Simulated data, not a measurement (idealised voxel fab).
Process module name: voxel plated lines
The figure presents cross-section cut, which has a width of 185 nm and is divided into square cells with an edge length of 5 nm.
Heads up, the way a cross-section reads in here is a grid of square cells, handed over as bands from the top down, with every band being one or more rows of cells.
What a band's entry tells you: where the top is and where the bottom is, as heights in nm, and after that what lies inside, material by material from left to right, each with its width in nm. Empty space is written as the word "empty", and a single material marked with the word "all across" occupies the band from edge to edge.
Counting heights begins at 0, where everything beneath is, in the wafer as received, one material. The lowest band has no bottom; it goes on downwards, as "top 0, no bottom" shows.
Width: "30 to 40" (first number = top row, second number = bottom row, same change from row to row of cells).
Basically "remains unaltered" means that step didn't change any cell in the cross-section.
The list in "Non-vented voids" covers empty spaces of 8 cells or more that cannot reach the top through any open way, and it gives each as width x height at distance; the distance is from the left edge, and width, height and distance are in nm.
It should be noted that, on the line of a given step, the content following the step's settings is a remark produced by the simulator itself with respect to that step.
When a step includes a mask, the "overlay nm" setting on its line states how far to the right of its planned place that mask lay, and negative values state how far to the left.

# Planned process steps
step 1: RECEIVE,material Si
step 2: CONFORMAL_DEP,material Al2O3,thk nm 15
step 3: DIRECTIONAL_DEP,material TiN,thk nm 5
step 4: PATTERN,tone open,mask id LINES,material resist,width nm 20,pitch nm 35,thk nm 15,overlay nm 0
step 5: EPI,material Ru,thk nm 5
step 6: STRIP,etch materials resist
step 7: DIRECTIONAL_ETCH,etch materials TiN,depth nm 5
step 8: CONFORMAL_DEP,material SiO2,thk nm 5

# The first of a set of two wafers, run to plan

# Cross-section of the wafer upon arrival, representing the state reached after step 1
- top 0, no bottom = Si all across
- Non-vented voids: none

# Step 2 complete: cross-section through the wafer
- top 15, bottom 0 = Al2O3 all across
- Beneath the level 0, the cross-section is identical to its previous state.

# Step 3 complete: cross-section through the wafer
- top 20, bottom 15 = TiN all across
- Beneath the level 15, the cross-section is identical to its previous state.

# Step 4 complete: cross-section through the wafer
- top 35, bottom 20 = resist=45, then empty=20, then resist=15, then empty=20, then resist=15, then empty=20, then resist=50
- Beneath the level 20, the cross-section is identical to its previous state.

# Step 5 complete: cross-section through the wafer
- top 35, bottom 25 = resist=45, then empty=20, then resist=15, then empty=20, then resist=15, then empty=20, then resist=50
- top 25, bottom 20 = resist=45, then Ru=20, then resist=15, then Ru=20, then resist=15, then Ru=20, then resist=50
- Beneath the level 20, the cross-section is identical to its previous state.

# Step 6 complete: cross-section through the wafer
- top 25, bottom 20 = empty=45, then Ru=20, then empty=15, then Ru=20, then empty=15, then Ru=20, then empty=50
- Beneath the level 20, the cross-section is identical to its previous state.

# Step 7 complete: cross-section through the wafer
- top 25, bottom 20 = empty=45, then Ru=20, then empty=15, then Ru=20, then empty=15, then Ru=20, then empty=50
- top 20, bottom 15 = empty=45, then TiN=20, then empty=15, then TiN=20, then empty=15, then TiN=20, then empty=50
- Beneath the level 15, the cross-section is identical to its previous state.

# Step 8 complete: cross-section through the wafer
- top 30, bottom 25 = empty=40, then SiO2=30, then empty=5, then SiO2=30, then empty=5, then SiO2=30, then empty=45
- top 25, bottom 20 = empty=40, then SiO2=5, then Ru=20, then SiO2=5, then empty=5, then SiO2=5, then Ru=20, then SiO2=5, then empty=5, then SiO2=5, then Ru=20, then SiO2=5, then empty=45
- top 20, bottom 15 = SiO2=45, then TiN=20, then SiO2=15, then TiN=20, then SiO2=15, then TiN=20, then SiO2=50
- Beneath the level 15, the cross-section is identical to its previous state.

# What follows concerns the second wafer, which started out like the first and was meant to follow the very same plan; one mistake crept in when it was run, but everything up to and including step 3 is the same as for the first wafer

# Planned end of step 4: second wafer, cross-section
- top 35, bottom 20 = resist=50, then empty=15, then resist=20, then empty=15, then resist=20, then empty=15, then resist=50
- Beneath the level 20, the cross-section is identical to its previous state.

# Planned end of step 5: second wafer, cross-section
- top 35, bottom 25 = resist=50, then empty=15, then resist=20, then empty=15, then resist=20, then empty=15, then resist=50
- top 25, bottom 20 = resist=50, then Ru=15, then resist=20, then Ru=15, then resist=20, then Ru=15, then resist=50
- Beneath the level 20, the cross-section is identical to its previous state.

# Planned end of step 6: second wafer, cross-section
- top 25, bottom 20 = empty=50, then Ru=15, then empty=20, then Ru=15, then empty=20, then Ru=15, then empty=50
- Beneath the level 20, the cross-section is identical to its previous state.

# Planned end of step 7: second wafer, cross-section
- top 25, bottom 20 = empty=50, then Ru=15, then empty=20, then Ru=15, then empty=20, then Ru=15, then empty=50
- top 20, bottom 15 = empty=50, then TiN=15, then empty=20, then TiN=15, then empty=20, then TiN=15, then empty=50
- Beneath the level 15, the cross-section is identical to its previous state.

# Planned end of step 8: second wafer, cross-section
- top 30, bottom 25 = empty=45, then SiO2=25, then empty=10, then SiO2=25, then empty=10, then SiO2=25, then empty=45
- top 25, bottom 20 = empty=45, then SiO2=5, then Ru=15, then SiO2=5, then empty=10, then SiO2=5, then Ru=15, then SiO2=5, then empty=10, then SiO2=5, then Ru=15, then SiO2=5, then empty=45
- top 20, bottom 15 = SiO2=50, then TiN=15, then SiO2=20, then TiN=15, then SiO2=20, then TiN=15, then SiO2=50
- Beneath the level 15, the cross-section is identical to its previous state.
Here's what went sideways: step 4: run off-plan, actual operation and settings PATTERN,tone open,mask id LINES,material resist,width nm 15,pitch nm 35,thk nm 15,overlay nm 0
Final comparison by cell count, materials where the second wafer has more or fewer than the first: Ru -3; TiN -3
